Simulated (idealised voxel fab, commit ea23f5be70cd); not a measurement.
process module | voxel transistor to metal
cross-section cut | 185 nm wide | cells 5 nm
A cross-section is a grid of square cells, given in bands from the top down. A band is one or more rows of cells.
Each band's line starts with the height of the band's top and of its bottom, in nm. Then come its materials from left to right, each with its width in nm. One material with "throughout" fills the band from edge to edge. "air" is empty space.
Height 0 is the level under which the wafer as received is all one material. The lowest band goes on downwards, as in "0 down".
A width such as "30 to 40" changes by the same amount from each row of cells to the next, from the band's top row to its bottom row.
"no change" after a step means that no cell of the cross-section changed.
closed voids: empty space of 8 cells or more with no open way to the top, each as width x height at its distance from the left edge, in nm
after a step's settings: what the simulator itself notes on the step
overlay nm, on a step with a mask: how far to the right of its planned place the mask lay; to the left if negative
plan
1 op RECEIVE | material Si
2 op CONFORMAL_DEP | material SiO2 | thk nm 5
3 op CONFORMAL_DEP | material SiN | thk nm 10
4 op MASKED_ETCH | tone cover | mask id ACTIVE | width nm 110 | etch materials SiN | depth nm 10 | overlay nm 0
5 op MASKED_ETCH | tone cover | mask id ACTIVE | width nm 110 | etch materials SiO2 | depth nm 5 | overlay nm 0
6 op MASKED_ETCH | tone cover | mask id ACTIVE | width nm 110 | etch materials Si | depth nm 35 | overlay nm 0
7 op OXIDIZE | depth nm 5
8 op FILL_DEP | material SiO2 | thk nm 10
9 op CMP | height nm 15
10 op SELECTIVE_ETCH | etch materials SiO2 | depth nm 10
11 op STRIP | etch materials SiN
12 op SELECTIVE_ETCH | etch materials SiO2 | depth nm 5
13 op OXIDIZE | depth nm 5
14 op DIRECTIONAL_DEP | material polySi | thk nm 30
15 op DIRECTIONAL_DEP | material SiCN | thk nm 10
16 op MASKED_ETCH | tone cover | mask id GATE | width nm 30 | etch materials SiCN | depth nm 20 | overlay nm 0
17 op MASKED_ETCH | tone cover | mask id GATE | width nm 30 | etch materials polySi | depth nm 40 | overlay nm 0
18 op CONFORMAL_DEP | material SiN | thk nm 10
19 op DIRECTIONAL_ETCH | etch materials SiN | depth nm 10
20 op DIRECTIONAL_ETCH | etch materials SiO2 | depth nm 5
21 op DIRECTIONAL_ETCH | etch materials Si | depth nm 10
22 op EPI | material pSi | thk nm 10
23 op FILL_DEP | material SiO2 | thk nm 5
24 op CMP | height nm 30
25 op STRIP | etch materials polySi
26 op SELECTIVE_ETCH | etch materials SiO2 | depth nm 5
27 op CONFORMAL_DEP | material HfO2 | thk nm 5
28 op CONFORMAL_DEP | material TiN | thk nm 5
29 op FILL_DEP | material W | thk nm 5
30 op CMP | height nm 25
31 op DIRECTIONAL_DEP | material SiO2 | thk nm 10
32 op MASKED_ETCH | tone open | mask id CONTACT | width nm 20 | pitch nm 80 | etch materials SiO2 | depth nm 40 | overlay nm 0
33 op CONFORMAL_DEP | material TiN | thk nm 5
34 op FILL_DEP | material Ru | thk nm 5
35 op CMP | height nm 35
36 op DIRECTIONAL_DEP | material TiN | thk nm 5
37 op DIRECTIONAL_DEP | material Ru | thk nm 15
38 op PATTERN | tone cover | mask id METAL_1 | material resist | width nm 20 | pitch nm 80 | thk nm 15 | overlay nm 0
39 op DIRECTIONAL_ETCH | etch materials Ru | depth nm 15
40 op DIRECTIONAL_ETCH | etch materials TiN | depth nm 5
41 op STRIP | etch materials resist
42 op CONFORMAL_DEP | material SiCN | thk nm 5
43 op FILL_DEP | material lowk | thk nm 10
44 op CMP | height nm 55
45 op CONFORMAL_DEP | material SiCN | thk nm 5
46 op DIRECTIONAL_DEP | material SiO2 | thk nm 25
47 op DIRECTIONAL_DEP | material aC | thk nm 15
48 op PATTERN | tone open | mask id METAL_2_HOLES | material resist | width nm 15 | pitch nm 80 | thk nm 30 | overlay nm 0
49 op DIRECTIONAL_ETCH | etch materials aC | depth nm 15
50 op STRIP | etch materials resist
51 op DIRECTIONAL_ETCH | etch materials SiO2 | depth nm 25
52 op STRIP | etch materials aC
53 op DIRECTIONAL_DEP | material aC | thk nm 10
54 op PATTERN | tone open | mask id METAL_2 | material resist | width nm 20 | pitch nm 80 | thk nm 30 | overlay nm 0
55 op DIRECTIONAL_ETCH | etch materials aC | depth nm 10
56 op STRIP | etch materials resist
57 op DIRECTIONAL_ETCH | etch materials SiO2 | depth nm 15
58 op DIRECTIONAL_ETCH | etch materials SiCN | depth nm 5
59 op STRIP | etch materials aC
60 op CONFORMAL_DEP | material TiN | thk nm 5
61 op FILL_DEP | material Cu | thk nm 5
62 op CMP | height nm 85
63 op CONFORMAL_DEP | material SiN | thk nm 5
as received, after step 1
  0 down: Si throughout
  closed voids: none
first wafer at the end, as planned
  90 to 85: SiN throughout
  85 to 75: SiO2 40 | TiN 5 | Cu 10 | TiN 5 | SiO2 60 | TiN 5 | Cu 10 | TiN 5 | SiO2 45
  75 to 70: SiO2 40 | TiN 5 | Cu 5 | TiN 10 | SiO2 60 | TiN 5 | Cu 5 | TiN 10 | SiO2 45
  70 to 60: SiO2 40 | TiN 5 | Cu 5 | TiN 5 | SiO2 65 | TiN 5 | Cu 5 | TiN 5 | SiO2 50
  60 to 55: SiCN 40 | TiN 15 | SiCN 65 | TiN 15 | SiCN 50
  55 to 40: lowk 35 | SiCN 5 | Ru 20 | SiCN 5 | lowk 50 | SiCN 5 | Ru 20 | SiCN 5 | lowk 40
  40 to 35: SiCN 40 | TiN 20 | SiCN 60 | TiN 20 | SiCN 45
  35 to 25: SiO2 40 | TiN 5 | Ru 10 | TiN 5 | SiO2 60 | TiN 5 | Ru 10 | TiN 5 | SiO2 45
  25 to 10: SiO2 40 | TiN 5 | Ru 10 | TiN 5 | SiO2 5 | SiN 10 | HfO2 5 | TiN 5 | W 10 | TiN 5 | HfO2 5 | SiN 10 | SiO2 5 | TiN 5 | Ru 10 | TiN 5 | SiO2 45
  10 to 5: SiO2 40 | TiN 5 | Ru 5 | TiN 10 | SiO2 5 | SiN 10 | HfO2 5 | TiN 5 | W 10 | TiN 5 | HfO2 5 | SiN 10 | SiO2 5 | TiN 10 | Ru 5 | TiN 5 | SiO2 45
  5 to 0: SiO2 40 | TiN 5 | Ru 5 | TiN 5 | pSi 10 | SiN 10 | HfO2 5 | TiN 20 | HfO2 5 | SiN 10 | pSi 10 | TiN 5 | Ru 5 | TiN 5 | SiO2 45
  0 to -5: SiO2 40 | TiN 15 | pSi 10 | SiO2 5 | HfO2 40 | SiO2 5 | pSi 10 | TiN 15 | SiO2 45
  -5 to -15: SiO2 40 | pSi 25 | Si 50 | pSi 25 | SiO2 45
  -15 to -40: SiO2 40 | Si 100 | SiO2 45
  -40 down: Si throughout
  closed voids: none
second wafer at the end: like start, like plan, one mistake
  90 to 85: SiN throughout
  85 to 75: SiO2 40 | TiN 5 | Cu 15 | TiN 5 | SiO2 55 | TiN 5 | Cu 15 | TiN 5 | SiO2 40
  75 to 70: SiO2 40 | TiN 5 | Cu 5 | TiN 15 | SiO2 55 | TiN 5 | Cu 5 | TiN 15 | SiO2 40
  70 to 60: SiO2 40 | TiN 5 | Cu 5 | TiN 5 | SiO2 65 | TiN 5 | Cu 5 | TiN 5 | SiO2 50
  60 to 55: SiCN 40 | TiN 15 | SiCN 65 | TiN 15 | SiCN 50
  55 to 40: lowk 35 | SiCN 5 | Ru 20 | SiCN 5 | lowk 50 | SiCN 5 | Ru 20 | SiCN 5 | lowk 40
  40 to 35: SiCN 40 | TiN 20 | SiCN 60 | TiN 20 | SiCN 45
  35 to 25: SiO2 40 | TiN 5 | Ru 10 | TiN 5 | SiO2 60 | TiN 5 | Ru 10 | TiN 5 | SiO2 45
  25 to 10: SiO2 40 | TiN 5 | Ru 10 | TiN 5 | SiO2 5 | SiN 10 | HfO2 5 | TiN 5 | W 10 | TiN 5 | HfO2 5 | SiN 10 | SiO2 5 | TiN 5 | Ru 10 | TiN 5 | SiO2 45
  10 to 5: SiO2 40 | TiN 5 | Ru 5 | TiN 10 | SiO2 5 | SiN 10 | HfO2 5 | TiN 5 | W 10 | TiN 5 | HfO2 5 | SiN 10 | SiO2 5 | TiN 10 | Ru 5 | TiN 5 | SiO2 45
  5 to 0: SiO2 40 | TiN 5 | Ru 5 | TiN 5 | pSi 10 | SiN 10 | HfO2 5 | TiN 20 | HfO2 5 | SiN 10 | pSi 10 | TiN 5 | Ru 5 | TiN 5 | SiO2 45
  0 to -5: SiO2 40 | TiN 15 | pSi 10 | SiO2 5 | HfO2 40 | SiO2 5 | pSi 10 | TiN 15 | SiO2 45
  -5 to -15: SiO2 40 | pSi 25 | Si 50 | pSi 25 | SiO2 45
  -15 to -40: SiO2 40 | Si 100 | SiO2 45
  -40 down: Si throughout
  closed voids: none
what went wrong: step 54 ran as: op PATTERN | tone open | mask id METAL_2 | material resist | width nm 25 | pitch nm 80 | thk nm 30 | overlay nm 0
at the end the second wafer has, in cells: 4 more of Cu | 6 fewer of SiO2 | 2 more of TiN
